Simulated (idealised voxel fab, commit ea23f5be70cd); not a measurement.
Process module, titled voxel transistor to metal
Each square cell in cross-section cut measures 5 nm, and the section as a whole is 175 nm wide.
If you're reading a cross-section in this doc, picture square cells in a grid; it comes to you as bands, top ones listed first down to the bottom, and a band can be one or more rows of cells. In this notation a band is specified by the heights of its top and bottom, in that order and in nm, after which its materials appear from left to right, each paired with its width in nm. The word "edge to edge" attached to a single material means that material fills the band from edge to edge; the word "blank" stands for empty space. All heights in this document are referenced to 0, defined as the level beneath which the wafer, as received, consists entirely of one material. The lowest band is not bounded below; it extends indefinitely downward and is written in the form "z 0 and below". Note: "30->40" means the width goes from the first number (top row of the band) to the second number (bottom row) in equal steps per row of cells. You'll sometimes find "nothing changed" written for a step, and that's the way of saying that nowhere in the cross-section did a cell change during that step. In "Enclosed empty spaces" the enclosed voids are listed, meaning empty spaces of 8 cells or larger without any opening to the top. The form is width x height at distance, distance from the left edge, units nm. It should be noted that, on the line of a given step, the content following the step's settings is a remark produced by the simulator itself with respect to that step. A step's line can hold "overlay nm"; with a mask on that step, the setting says how far right of the planned place the mask lay, while a negative setting says it lay to the left.
BELOW IS THE LIST OF PLANNED PROCESS STEPS
1: RECEIVE [material Si]
2: OXIDIZE [depth nm 5]
3: CONFORMAL_DEP [material SiN] [thk nm 15]
4: PATTERN [tone cover] [mask id ACTIVE] [material resist] [width nm 135] [thk nm 20] [overlay nm 0]
5: DIRECTIONAL_ETCH [etch materials SiN] [depth nm 15]
6: DIRECTIONAL_ETCH [etch materials SiO2] [depth nm 5]
7: DIRECTIONAL_ETCH [etch materials Si] [depth nm 25]
8: STRIP [etch materials resist]
9: FILL_DEP [material SiO2] [thk nm 15]
10: CMP [height nm 15]
11: SELECTIVE_ETCH [etch materials SiO2] [depth nm 10]
12: STRIP [etch materials SiN]
13: SELECTIVE_ETCH [etch materials SiO2] [depth nm 5]
14: OXIDIZE [depth nm 5]
15: DIRECTIONAL_DEP [material polySi] [thk nm 30]
16: DIRECTIONAL_DEP [material SiCN] [thk nm 15]
17: PATTERN [tone cover] [mask id GATE] [material resist] [width nm 25] [thk nm 20] [overlay nm 0]
18: DIRECTIONAL_ETCH [etch materials SiCN] [depth nm 25]
19: DIRECTIONAL_ETCH [etch materials polySi] [depth nm 40]
20: STRIP [etch materials resist]
21: CONFORMAL_DEP [material SiO2] [thk nm 5]
22: DIRECTIONAL_ETCH [etch materials SiO2] [depth nm 5]
23: CONFORMAL_DEP [material SiN] [thk nm 10]
24: DIRECTIONAL_ETCH [etch materials SiN] [depth nm 10]
25: DIRECTIONAL_ETCH [etch materials SiO2] [depth nm 5]
26: DIRECTIONAL_ETCH [etch materials Si] [depth nm 15]
27: EPI [material nSi] [thk nm 15]
28: FILL_DEP [material SiO2] [thk nm 5]
29: CMP [height nm 25]
30: STRIP [etch materials polySi]
31: SELECTIVE_ETCH [etch materials SiO2] [depth nm 5]
32: CONFORMAL_DEP [material HfO2] [thk nm 5]
33: CONFORMAL_DEP [material TiN] [thk nm 5]
34: FILL_DEP [material W] [thk nm 5]
35: CMP [height nm 20]
36: DIRECTIONAL_DEP [material SiO2] [thk nm 10]
37: MASKED_ETCH [tone open] [mask id CONTACT] [width nm 20] [pitch nm 95] [etch materials SiO2] [depth nm 25] [overlay nm 0]
38: CONFORMAL_DEP [material TiN] [thk nm 5]
39: FILL_DEP [material W] [thk nm 10]
40: CMP [height nm 30]
41: DIRECTIONAL_DEP [material TiN] [thk nm 5]
42: DIRECTIONAL_DEP [material W] [thk nm 15]
43: DIRECTIONAL_DEP [material aC] [thk nm 10]
44: PATTERN [tone cover] [mask id METAL_1] [material resist] [width nm 20] [pitch nm 95] [thk nm 30] [overlay nm 0]
45: DIRECTIONAL_ETCH [etch materials aC] [depth nm 10]
46: STRIP [etch materials resist]
47: DIRECTIONAL_ETCH [etch materials W] [depth nm 15]
48: DIRECTIONAL_ETCH [etch materials TiN] [depth nm 5]
49: STRIP [etch materials aC]
50: CONFORMAL_DEP [material SiCN] [thk nm 5]
51: FILL_DEP [material lowk] [thk nm 10]
52: CMP [height nm 50]
53: CONFORMAL_DEP [material SiCN] [thk nm 5]
The width nm used in step 17 is not the same on every wafer, whereas the starting condition is; the value printed in the plan is the first wafer's.
FIRST OF SEVERAL WAFERS (AS RECEIVED, POST STEP 1), CROSS-SECTIONAL VIEW
	z 0 and below | Si edge to edge
	Enclosed empty spaces: none
BELOW IS A PER-WAFER TABLE. IN IT, EACH ROW DESCRIBES THE WAFER AT THE END OF THE MODULE BY GIVING, FOR EACH MATERIAL, THE NUMBER OF CELLS GAINED (+) OR LOST (-) SINCE THE WAFER WAS RECEIVED, AND AFTER THAT THE CLOSED VOIDS OF THE WAFER
width nm 25, +17 HfO2, -138 Si, +74 SiCN, +24 SiN, +168 SiO2, +45 TiN, +52 W, +69 lowk, +74 nSi, Enclosed empty spaces: none
width nm 30, +18 HfO2, -135 Si, +74 SiCN, +24 SiN, +165 SiO2, +46 TiN, +56 W, +69 lowk, +68 nSi, Enclosed empty spaces: none
width nm 35, +19 HfO2, -132 Si, +74 SiCN, +24 SiN, +162 SiO2, +47 TiN, +60 W, +69 lowk, +62 nSi, Enclosed empty spaces: none
width nm 40, +20 HfO2, -129 Si, +74 SiCN, +24 SiN, +159 SiO2, +48 TiN, +64 W, +69 lowk, +56 nSi, Enclosed empty spaces: none
width nm 45, +21 HfO2, -126 Si, +74 SiCN, +24 SiN, +156 SiO2, +49 TiN, +68 W, +69 lowk, +50 nSi, Enclosed empty spaces: none
width nm 50, +22 HfO2, -123 Si, +74 SiCN, +24 SiN, +156 SiO2, +50 TiN, +69 W, +69 lowk, +44 nSi, Enclosed empty spaces: none
